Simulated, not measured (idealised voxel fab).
process module | voxel capacitor over wiring
cross-section cut | 180 nm wide | cells 5 nm
A cross-section is a grid of square cells, given in bands from the top down. A band is one or more rows of cells.
Each band's line starts with the height of the band's top and of its bottom, in nm. Then come its materials from left to right, each with its width in nm. One material with "throughout" fills the band from edge to edge. "air" is empty space.
Height 0 is the level under which the wafer as received is all one material. The lowest band goes on downwards, as in "0 down".
A width such as "30 to 40" changes by the same amount from each row of cells to the next, from the band's top row to its bottom row.
"no change" after a step means that no cell of the cross-section changed.
closed voids: empty space of 8 cells or more with no open way to the top, each as width x height at its distance from the left edge, in nm
after a step's settings: what the simulator itself notes on the step
overlay nm, on a step with a mask: how far to the right of its planned place the mask lay; to the left if negative
plan
1 op RECEIVE | material Si
2 op CONFORMAL_DEP | material SiO2 | thk nm 10
3 op CONFORMAL_DEP | material SiN | thk nm 5
4 op DIRECTIONAL_DEP | material lowk | thk nm 15
5 op DIRECTIONAL_DEP | material aC | thk nm 10
6 op PATTERN | tone open | mask id METAL_1 | material resist | width nm 20 | pitch nm 80 | thk nm 30 | overlay nm 0
7 op DIRECTIONAL_ETCH | etch materials aC | depth nm 10
8 op STRIP | etch materials resist
9 op DIRECTIONAL_ETCH | etch materials lowk | depth nm 15
10 op DIRECTIONAL_ETCH | etch materials SiN | depth nm 5
11 op STRIP | etch materials aC
12 op CONFORMAL_DEP | material TiN | thk nm 5
13 op FILL_DEP | material W | thk nm 10
14 op CMP | height nm 30
15 op EPI | material Ru | thk nm 5
16 op FILL_DEP | material SiCN | thk nm 5
17 op DIRECTIONAL_DEP | material lowk | thk nm 20
18 op MASKED_ETCH | tone open | mask id PLUG_1 | width nm 15 | etch materials lowk | depth nm 20 | overlay nm 0
19 op MASKED_ETCH | tone open | mask id PLUG_1 | width nm 15 | etch materials SiCN | depth nm 5 | overlay nm 0
20 op CONFORMAL_DEP | material TiN | thk nm 5
21 op FILL_DEP | material Cu | thk nm 10
22 op CMP | height nm 60
23 op DIRECTIONAL_DEP | material TiN | thk nm 10
24 op DIRECTIONAL_DEP | material Al2O3 | thk nm 5
25 op DIRECTIONAL_DEP | material TiN | thk nm 10
26 op DIRECTIONAL_DEP | material aC | thk nm 10
27 op PATTERN | tone cover | mask id UPPER_PLATE | material resist | width nm 65 | thk nm 30 | overlay nm 0
28 op DIRECTIONAL_ETCH | etch materials aC | depth nm 10
29 op STRIP | etch materials resist
30 op DIRECTIONAL_ETCH | etch materials TiN | depth nm 10
31 op DIRECTIONAL_ETCH | etch materials Al2O3 | depth nm 5
32 op STRIP | etch materials aC
33 op DIRECTIONAL_DEP | material aC | thk nm 15
34 op PATTERN | tone cover | mask id LOWER_PLATE | material resist | width nm 75 | thk nm 30 | overlay nm 0
35 op DIRECTIONAL_ETCH | etch materials aC | depth nm 15
36 op STRIP | etch materials resist
37 op DIRECTIONAL_ETCH | etch materials TiN | depth nm 10
38 op STRIP | etch materials aC
39 op FILL_DEP | material SiO2 | thk nm 15
40 op CMP | height nm 95
41 op MASKED_ETCH | tone open | mask id PLUG_2 | width nm 15 | etch materials SiO2 | depth nm 10 | overlay nm -15
42 op CONFORMAL_DEP | material TiN | thk nm 5
43 op FILL_DEP | material W | thk nm 10
44 op CMP | height nm 95
45 op CONFORMAL_DEP | material SiCN | thk nm 5
varied across the wafers: overlay nm of step 41. The plan shows the first wafer's value. All wafers start alike
first wafer as received, after step 1
  0 down: Si throughout
  closed voids: none
first wafer at the end, after step 45
  100 to 95: SiCN throughout
  95 to 90: SiO2 40 | TiN 5 | W 5 | TiN 5 | SiO2 125
  90 to 85: SiO2 40 | TiN 15 | SiO2 125
  85 to 75: SiO2 45 | TiN 65 | SiO2 70
  75 to 70: SiO2 45 | Al2O3 65 | SiO2 70
  70 to 60: SiO2 40 | TiN 75 | SiO2 65
  60 to 40: lowk 45 | TiN 5 | Cu 5 | TiN 5 | lowk 120
  40 to 35: SiCN 45 | TiN 15 | SiCN 120
  35 to 30: SiCN 35 | Ru 30 | SiCN 50 | Ru 30 | SiCN 35
  30 to 15: lowk 40 | TiN 5 | W 10 | TiN 5 | lowk 60 | TiN 5 | W 10 | TiN 5 | lowk 40
  15 to 10: SiN 40 | TiN 20 | SiN 60 | TiN 20 | SiN 40
  10 to 0: SiO2 throughout
  0 down: Si throughout
  closed voids: none
last wafer at the end
  100 to 95: SiCN throughout
  95 to 90: SiO2 70 | TiN 5 | W 5 | TiN 5 | SiO2 95
  90 to 85: SiO2 70 | TiN 15 | SiO2 95
  85 to 75: SiO2 45 | TiN 65 | SiO2 70
  75 to 70: SiO2 45 | Al2O3 65 | SiO2 70
  70 to 60: SiO2 40 | TiN 75 | SiO2 65
  60 to 40: lowk 45 | TiN 5 | Cu 5 | TiN 5 | lowk 120
  40 to 35: SiCN 45 | TiN 15 | SiCN 120
  35 to 30: SiCN 35 | Ru 30 | SiCN 50 | Ru 30 | SiCN 35
  30 to 15: lowk 40 | TiN 5 | W 10 | TiN 5 | lowk 60 | TiN 5 | W 10 | TiN 5 | lowk 40
  15 to 10: SiN 40 | TiN 20 | SiN 60 | TiN 20 | SiN 40
  10 to 0: SiO2 throughout
  0 down: Si throughout
  closed voids: none
each wafer at the end: cells of each material gained (+) or lost (-) since it was received, then its closed voids
overlay nm -15 | +13 Al2O3 | +4 Cu | +12 Ru | +93 SiCN | +28 SiN | +249 SiO2 | +92 TiN | +13 W | +216 lowk | closed voids: none
overlay nm -10 | +13 Al2O3 | +4 Cu | +12 Ru | +93 SiCN | +28 SiN | +249 SiO2 | +92 TiN | +13 W | +216 lowk | closed voids: none
overlay nm -5 | +13 Al2O3 | +4 Cu | +12 Ru | +93 SiCN | +28 SiN | +249 SiO2 | +92 TiN | +13 W | +216 lowk | closed voids: none
overlay nm 0 | +13 Al2O3 | +4 Cu | +12 Ru | +93 SiCN | +28 SiN | +249 SiO2 | +92 TiN | +13 W | +216 lowk | closed voids: none
overlay nm 5 | +13 Al2O3 | +4 Cu | +12 Ru | +93 SiCN | +28 SiN | +249 SiO2 | +92 TiN | +13 W | +216 lowk | closed voids: none
overlay nm 10 | +13 Al2O3 | +4 Cu | +12 Ru | +93 SiCN | +28 SiN | +249 SiO2 | +92 TiN | +13 W | +216 lowk | closed voids: none
overlay nm 15 | +13 Al2O3 | +4 Cu | +12 Ru | +93 SiCN | +28 SiN | +249 SiO2 | +92 TiN | +13 W | +216 lowk | closed voids: none
